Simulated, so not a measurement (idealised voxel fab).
This section sets out a process module, namely voxel capacitor over wiring.
For reference, the cross-section in this document is cut, with width 280 nm and square cells of 5 nm.
We lay out every cross-section as a grid of square cells and spell it out in bands from the top down, where one band means one or more rows of cells. Look at the band entry: it leads with the top's height and the bottom's height in nm. Then it lists the materials left to right, with a width in nm for each. The word "edge to edge" on a single material says that material fills the band edge to edge. The word "empty" is empty space. Height 0 is the level under which the wafer as received is all one material. The lowest band goes on downwards, as in "top 0, no bottom". Read "30 to 40" as a graded width: first number on top, second number at the bottom, same change between each pair of neighbouring rows. "no modifications" after a step means that no cell of the cross-section changed. You'll see "Internal closed voids" listing empty spaces that have no way open to the top, as long as they're 8 cells or more; the notation is width x height at distance, where the distance is from the left edge, and all of it is in nm. Formally, on a step line, whatever follows the settings is a remark that the simulator itself makes on the step. overlay nm: how far to the right of its planned place the mask lay on this masked step (negative: to the left).
[List of planned process steps]
1: RECEIVE: material Si
2: CONFORMAL_DEP: material SiO2, thk nm 10
3: DIRECTIONAL_DEP: material TiN, thk nm 5
4: DIRECTIONAL_DEP: material W, thk nm 20
5: MASKED_ETCH: tone cover, mask id METAL_1, width nm 25, pitch nm 85, etch materials W, depth nm 20, overlay nm 0
6: MASKED_ETCH: tone cover, mask id METAL_1, width nm 25, pitch nm 85, etch materials TiN, depth nm 5, overlay nm 0
7: CONFORMAL_DEP: material SiN, thk nm 5
8: FILL_DEP: material lowk, thk nm 5
9: CMP: height nm 35
10: CONFORMAL_DEP: material SiCN, thk nm 5
11: DIRECTIONAL_DEP: material SiO2, thk nm 15
12: PATTERN: tone open, mask id PLUG_1, material resist, width nm 15, thk nm 15, overlay nm 0
13: DIRECTIONAL_ETCH: etch materials SiO2, depth nm 15
14: DIRECTIONAL_ETCH: etch materials SiCN, depth nm 5
15: STRIP: etch materials resist
16: EPI: material Ru, thk nm 10
17: EPI: material Ru, thk nm 10
18: DIRECTIONAL_DEP: material TiN, thk nm 10
19: DIRECTIONAL_DEP: material HfO2, thk nm 5
20: DIRECTIONAL_DEP: material TiN, thk nm 5
21: DIRECTIONAL_DEP: material aC, thk nm 15
22: PATTERN: tone cover, mask id UPPER_PLATE, material resist, width nm 65, thk nm 30, overlay nm 0
23: DIRECTIONAL_ETCH: etch materials aC, depth nm 15
24: STRIP: etch materials resist
25: DIRECTIONAL_ETCH: etch materials TiN, depth nm 5
26: DIRECTIONAL_ETCH: etch materials HfO2, depth nm 5
27: STRIP: etch materials aC
28: DIRECTIONAL_DEP: material aC, thk nm 15
29: PATTERN: tone cover, mask id LOWER_PLATE, material resist, width nm 75, thk nm 35, overlay nm 0
30: DIRECTIONAL_ETCH: etch materials aC, depth nm 15
31: STRIP: etch materials resist
32: DIRECTIONAL_ETCH: etch materials TiN, depth nm 10
33: STRIP: etch materials aC
34: FILL_DEP: material SiO2, thk nm 15
35: CMP: height nm 85
36: DIRECTIONAL_DEP: material aC, thk nm 15
37: PATTERN: tone open, mask id PLUG_2, material resist, width nm 15, thk nm 35, overlay nm 0
38: DIRECTIONAL_ETCH: etch materials aC, depth nm 15
39: STRIP: etch materials resist
40: DIRECTIONAL_ETCH: etch materials SiO2, depth nm 10
41: STRIP: etch materials aC
42: CONFORMAL_DEP: material TiN, thk nm 5
43: FILL_DEP: material Cu, thk nm 5
44: CMP: height nm 85
45: CONFORMAL_DEP: material SiCN, thk nm 5
[Cross-section of the wafer at receipt, which is the condition after step 1]
> top 0, no bottom | Si edge to edge
> Internal closed voids: none
[This is how the wafer looks in cross-section once the module is done, given the starting state and plan above and one mistake in carrying the plan out]
> top 90, bottom 85 | SiCN edge to edge
> top 85, bottom 80 | SiO2 (95), TiN (65), SiO2 (120)
> top 80, bottom 75 | SiO2 (95), HfO2 (65), SiO2 (120)
> top 75, bottom 65 | Ru edge to edge
> top 65, bottom 55 | TiN (95), Ru (15), TiN (170)
> top 55, bottom 45 | SiO2 (95), TiN (15), SiO2 (170)
> top 45, bottom 40 | SiO2 (95), Ru (15), SiO2 (170)
> top 40, bottom 35 | SiCN (95), Ru (15), SiCN (170)
> top 35, bottom 15 | lowk (80), SiN (5), W (25), SiN (5), lowk (50), SiN (5), W (25), SiN (5), lowk (80)
> top 15, bottom 10 | SiN (85), TiN (25), SiN (60), TiN (25), SiN (85)
> top 10, bottom 0 | SiO2 edge to edge
> top 0, no bottom | Si edge to edge
> Internal closed voids: none
what went wrong: mixed up steps 17 and 18 - ran each in the other's place
